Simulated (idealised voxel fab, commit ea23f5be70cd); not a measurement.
process module | voxel wiring stack
cross-section cut | 205 nm wide | cells 5 nm
A cross-section is a grid of square cells, given in bands from the top down. A band is one or more rows of cells.
Each band's line starts with the height of the band's top and of its bottom, in nm. Then come its materials from left to right, each with its width in nm. One material with "throughout" fills the band from edge to edge. "air" is empty space.
Height 0 is the level under which the wafer as received is all one material. The lowest band goes on downwards, as in "0 down".
A width such as "30 to 40" changes by the same amount from each row of cells to the next, from the band's top row to its bottom row.
"no change" after a step means that no cell of the cross-section changed.
closed voids: empty space of 8 cells or more with no open way to the top, each as width x height at its distance from the left edge, in nm
after a step's settings: what the simulator itself notes on the step
overlay nm, on a step with a mask: how far to the right of its planned place the mask lay; to the left if negative
plan
1 op RECEIVE | material Si
2 op CONFORMAL_DEP | material SiO2 | thk nm 15
3 op DIRECTIONAL_DEP | material TiN | thk nm 5
4 op DIRECTIONAL_DEP | material W | thk nm 25
5 op PATTERN | tone cover | mask id METAL_1 | material resist | width nm 30 | pitch nm 55 | thk nm 15 | overlay nm 0
6 op DIRECTIONAL_ETCH | etch materials W | depth nm 25
7 op DIRECTIONAL_ETCH | etch materials TiN | depth nm 5
8 op STRIP | etch materials resist
9 op FILL_DEP | material lowk | thk nm 5
10 op CMP | height nm 45
11 op CONFORMAL_DEP | material SiCN | thk nm 5
12 op DIRECTIONAL_DEP | material SiO2 | thk nm 20
13 op DIRECTIONAL_DEP | material aC | thk nm 10
14 op PATTERN | tone open | mask id PLUG_1 | material resist | width nm 15 | pitch nm 110 | thk nm 30 | overlay nm 0
15 op DIRECTIONAL_ETCH | etch materials aC | depth nm 10
16 op STRIP | etch materials resist
17 op DIRECTIONAL_ETCH | etch materials SiO2 | depth nm 20
18 op DIRECTIONAL_ETCH | etch materials SiCN | depth nm 5
19 op STRIP | etch materials aC
20 op CONFORMAL_DEP | material TiN | thk nm 5
21 op FILL_DEP | material W | thk nm 5
22 op CMP | height nm 70
23 op DIRECTIONAL_DEP | material TiN | thk nm 5
24 op DIRECTIONAL_DEP | material W | thk nm 15
25 op PATTERN | tone cover | mask id METAL_2 | material resist | width nm 30 | pitch nm 55 | thk nm 20 | overlay nm 0
26 op DIRECTIONAL_ETCH | etch materials W | depth nm 15
27 op DIRECTIONAL_ETCH | etch materials TiN | depth nm 5
28 op STRIP | etch materials resist
29 op FILL_DEP | material SiO2 | thk nm 10
30 op CMP | height nm 90
31 op CONFORMAL_DEP | material SiCN | thk nm 5
32 op DIRECTIONAL_DEP | material lowk | thk nm 30
33 op PATTERN | tone open | mask id METAL_3_HOLES | material resist | width nm 15 | pitch nm 55 | thk nm 20 | overlay nm 0
34 op DIRECTIONAL_ETCH | etch materials lowk | depth nm 30
35 op STRIP | etch materials resist
36 op MASKED_ETCH | tone open | mask id METAL_3 | width nm 30 | pitch nm 55 | etch materials lowk | depth nm 15 | overlay nm 0
37 op MASKED_ETCH | tone open | mask id METAL_3 | width nm 30 | pitch nm 55 | etch materials SiCN | depth nm 5 | overlay nm 0
38 op CONFORMAL_DEP | material TiN | thk nm 5
39 op FILL_DEP | material Ru | thk nm 10
40 op CMP | height nm 125
41 op CONFORMAL_DEP | material SiN | thk nm 5
as received, after step 1
  0 down: Si throughout
  closed voids: none
first wafer at the end, as planned
  130 to 125: SiN throughout
  125 to 115: lowk 30 | TiN 5 | Ru 20 | TiN 5 | lowk 25 | TiN 5 | Ru 20 | TiN 5 | lowk 25 | TiN 5 | Ru 20 | TiN 5 | lowk 35
  115 to 110: lowk 30 | TiN 5 | Ru 5 | TiN 20 | lowk 25 | TiN 5 | Ru 5 | TiN 20 | lowk 25 | TiN 5 | Ru 5 | TiN 20 | lowk 35
  110 to 95: lowk 30 | TiN 5 | Ru 5 | TiN 5 | lowk 40 | TiN 5 | Ru 5 | TiN 5 | lowk 40 | TiN 5 | Ru 5 | TiN 5 | lowk 50
  95 to 90: SiCN 30 | TiN 15 | SiCN 40 | TiN 15 | SiCN 40 | TiN 15 | SiCN 50
  90 to 75: SiO2 30 | W 30 | SiO2 25 | W 30 | SiO2 25 | W 30 | SiO2 35
  75 to 70: SiO2 30 | TiN 30 | SiO2 25 | TiN 30 | SiO2 25 | TiN 30 | SiO2 35
  70 to 50: SiO2 30 | TiN 5 | W 5 | TiN 5 | SiO2 95 | TiN 5 | W 5 | TiN 5 | SiO2 50
  50 to 45: SiCN 30 | TiN 15 | SiCN 95 | TiN 15 | SiCN 50
  45 to 20: lowk 30 | W 30 | lowk 25 | W 30 | lowk 25 | W 30 | lowk 35
  20 to 15: lowk 30 | TiN 30 | lowk 25 | TiN 30 | lowk 25 | TiN 30 | lowk 35
  15 to 0: SiO2 throughout
  0 down: Si throughout
  closed voids: none
second wafer at the end: like start, like plan, one mistake
  145 to 140: SiN throughout
  140 to 130: Ru throughout
  130 to 125: TiN 35 | Ru 20 | TiN 35 | Ru 20 | TiN 35 | Ru 20 | TiN 40
  125 to 115: lowk 30 | TiN 5 | Ru 20 | TiN 5 | lowk 25 | TiN 5 | Ru 20 | TiN 5 | lowk 25 | TiN 5 | Ru 20 | TiN 5 | lowk 35
  115 to 110: lowk 30 | TiN 5 | Ru 5 | TiN 20 | lowk 25 | TiN 5 | Ru 5 | TiN 20 | lowk 25 | TiN 5 | Ru 5 | TiN 20 | lowk 35
  110 to 95: lowk 30 | TiN 5 | Ru 5 | TiN 5 | lowk 40 | TiN 5 | Ru 5 | TiN 5 | lowk 40 | TiN 5 | Ru 5 | TiN 5 | lowk 50
  95 to 90: SiCN 30 | TiN 15 | SiCN 40 | TiN 15 | SiCN 40 | TiN 15 | SiCN 50
  90 to 75: SiO2 30 | W 30 | SiO2 25 | W 30 | SiO2 25 | W 30 | SiO2 35
  75 to 70: SiO2 30 | TiN 30 | SiO2 25 | TiN 30 | SiO2 25 | TiN 30 | SiO2 35
  70 to 50: SiO2 30 | TiN 5 | W 5 | TiN 5 | SiO2 95 | TiN 5 | W 5 | TiN 5 | SiO2 50
  50 to 45: SiCN 30 | TiN 15 | SiCN 95 | TiN 15 | SiCN 50
  45 to 20: lowk 30 | W 30 | lowk 25 | W 30 | lowk 25 | W 30 | lowk 35
  20 to 15: lowk 30 | TiN 30 | lowk 25 | TiN 30 | lowk 25 | TiN 30 | lowk 35
  15 to 0: SiO2 throughout
  0 down: Si throughout
  closed voids: none
what went wrong: step 40 was left out
at the end the second wafer has, in cells: 94 more of Ru | 29 more of TiN
